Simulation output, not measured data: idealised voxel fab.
Documented hereafter: the process module known as voxel transistor to metal.
Pictured: cross-section cut, 180 nm wide, on a grid of 5 nm square cells.
Reading order for cross-sections: top band down to bottom band. Underlying form: a grid of square cells. Band size: one or more rows of cells. The entry gives the band's vertical extent as a top height and a bottom height in nm, then its horizontal make-up as materials from left to right, each with a width in nm. "air" stands for empty space; a single material marked "throughout" fills the band edge to edge. Note: height 0 marks the level under which the wafer is uniformly one material as received. Lowest band unbounded below, written "top 0, no bottom". Graded width ("30->40"): value in top row of band = first number; value in bottom row = second number; row-to-row change constant. The cross-section has no changed cell in any step marked "changes: none". Enclosed internal voids: empty space of 8 cells or more with no open way to the top, each as width x height at its distance from the left edge, in nm. If you see something after the settings on a step's line, that's the simulator's own remark about that step. "overlay nm" denotes, for a step that has a mask, the displacement of the mask to the right of its planned place, with negative values corresponding to the left.

So here's the lineup of process steps we planned:
1) op RECEIVE | material Si
2) op CONFORMAL_DEP | material SiO2 | thk nm 5
3) op CONFORMAL_DEP | material SiN | thk nm 10
4) op PATTERN | tone cover | mask id ACTIVE | material resist | width nm 105 | thk nm 20 | overlay nm 0
5) op DIRECTIONAL_ETCH | etch materials SiN | depth nm 10
6) op DIRECTIONAL_ETCH | etch materials SiO2 | depth nm 5
7) op DIRECTIONAL_ETCH | etch materials Si | depth nm 35
8) op STRIP | etch materials resist
9) op OXIDIZE | depth nm 5
10) op FILL_DEP | material SiO2 | thk nm 5
11) op CMP | height nm 15
12) op SELECTIVE_ETCH | etch materials SiO2 | depth nm 10
13) op STRIP | etch materials SiN
14) op SELECTIVE_ETCH | etch materials SiO2 | depth nm 5
15) op OXIDIZE | depth nm 5
16) op DIRECTIONAL_DEP | material polySi | thk nm 20
17) op DIRECTIONAL_DEP | material SiCN | thk nm 10
18) op PATTERN | tone cover | mask id GATE | material resist | width nm 25 | thk nm 20 | overlay nm 0
19) op DIRECTIONAL_ETCH | etch materials SiCN | depth nm 20
20) op DIRECTIONAL_ETCH | etch materials polySi | depth nm 30
21) op STRIP | etch materials resist
22) op CONFORMAL_DEP | material SiN | thk nm 10
23) op DIRECTIONAL_ETCH | etch materials SiN | depth nm 10
24) op DIRECTIONAL_ETCH | etch materials SiO2 | depth nm 5
25) op DIRECTIONAL_ETCH | etch materials Si | depth nm 15
26) op EPI | material pSi | thk nm 15
27) op FILL_DEP | material SiO2 | thk nm 5
28) op CMP | height nm 20
29) op STRIP | etch materials polySi
30) op SELECTIVE_ETCH | etch materials SiO2 | depth nm 5
31) op CONFORMAL_DEP | material HfO2 | thk nm 5
32) op CONFORMAL_DEP | material TiN | thk nm 5
33) op FILL_DEP | material W | thk nm 5
34) op CMP | height nm 15
35) op DIRECTIONAL_DEP | material SiO2 | thk nm 15
36) op DIRECTIONAL_DEP | material aC | thk nm 10
37) op PATTERN | tone open | mask id CONTACT | material resist | width nm 15 | pitch nm 70 | thk nm 30 | overlay nm 0
38) op DIRECTIONAL_ETCH | etch materials aC | depth nm 10
39) op STRIP | etch materials resist
40) op DIRECTIONAL_ETCH | etch materials SiO2 | depth nm 35
41) op STRIP | etch materials aC
42) op CONFORMAL_DEP | material TiN | thk nm 5
43) op FILL_DEP | material W | thk nm 10
44) op CMP | height nm 30
45) op CONFORMAL_DEP | material SiCN | thk nm 5
46) op DIRECTIONAL_DEP | material SiO2 | thk nm 15
47) op DIRECTIONAL_DEP | material aC | thk nm 15
48) op PATTERN | tone open | mask id METAL_1 | material resist | width nm 15 | pitch nm 70 | thk nm 30 | overlay nm 0
49) op DIRECTIONAL_ETCH | etch materials aC | depth nm 15
50) op STRIP | etch materials resist
51) op DIRECTIONAL_ETCH | etch materials SiO2 | depth nm 15
52) op DIRECTIONAL_ETCH | etch materials SiCN | depth nm 5
53) op STRIP | etch materials aC
54) op CONFORMAL_DEP | material TiN | thk nm 5
55) op FILL_DEP | material Cu | thk nm 10
56) op CMP | height nm 50
57) op CONFORMAL_DEP | material SiCN | thk nm 5
58) op DIRECTIONAL_DEP | material SiO2 | thk nm 30
59) op DIRECTIONAL_DEP | material aC | thk nm 15
60) op PATTERN | tone open | mask id METAL_2 | material resist | width nm 15 | pitch nm 70 | thk nm 35 | overlay nm 0
61) op DIRECTIONAL_ETCH | etch materials aC | depth nm 15
62) op STRIP | etch materials resist
63) op DIRECTIONAL_ETCH | etch materials SiO2 | depth nm 20
64) op STRIP | etch materials aC
65) op DIRECTIONAL_DEP | material aC | thk nm 15
66) op PATTERN | tone open | mask id METAL_2_HOLES | material resist | width nm 15 | pitch nm 70 | thk nm 35 | overlay nm 0
67) op DIRECTIONAL_ETCH | etch materials aC | depth nm 15
68) op STRIP | etch materials resist
69) op DIRECTIONAL_ETCH | etch materials SiO2 | depth nm 10
70) op DIRECTIONAL_ETCH | etch materials SiCN | depth nm 5
71) op STRIP | etch materials aC
72) op CONFORMAL_DEP | material TiN | thk nm 5
73) op FILL_DEP | material Cu | thk nm 10
74) op CMP | height nm 85
75) op CONFORMAL_DEP | material SiN | thk nm 5
Every wafer here starts from the same state; it is the step 24 depth nm that distinguishes them, and the value the plan gives belongs to the first wafer.

As received, i.e. after step 1: cross-section through the first of several wafers:
  top 0, no bottom = Si throughout
  Enclosed internal voids: none

The following table contains a row per wafer, in which are reported, at the conclusion of the module, the cells of each material gained (+) or lost (-) since the wafer's receipt, with its closed voids given thereafter:
depth nm 5, +18 Cu, +13 HfO2, -185 Si, +60 SiCN, +48 SiN, +559 SiO2, +79 TiN, +8 W, +48 pSi, Enclosed internal voids: none
depth nm 10, +18 Cu, +13 HfO2, -185 Si, +60 SiCN, +48 SiN, +557 SiO2, +79 TiN, +8 W, +50 pSi, Enclosed internal voids: none
depth nm 15, +18 Cu, +13 HfO2, -185 Si, +60 SiCN, +48 SiN, +551 SiO2, +79 TiN, +8 W, +56 pSi, Enclosed internal voids: none
depth nm 20, +18 Cu, +13 HfO2, -185 Si, +60 SiCN, +48 SiN, +541 SiO2, +79 TiN, +8 W, +66 pSi, Enclosed internal voids: none
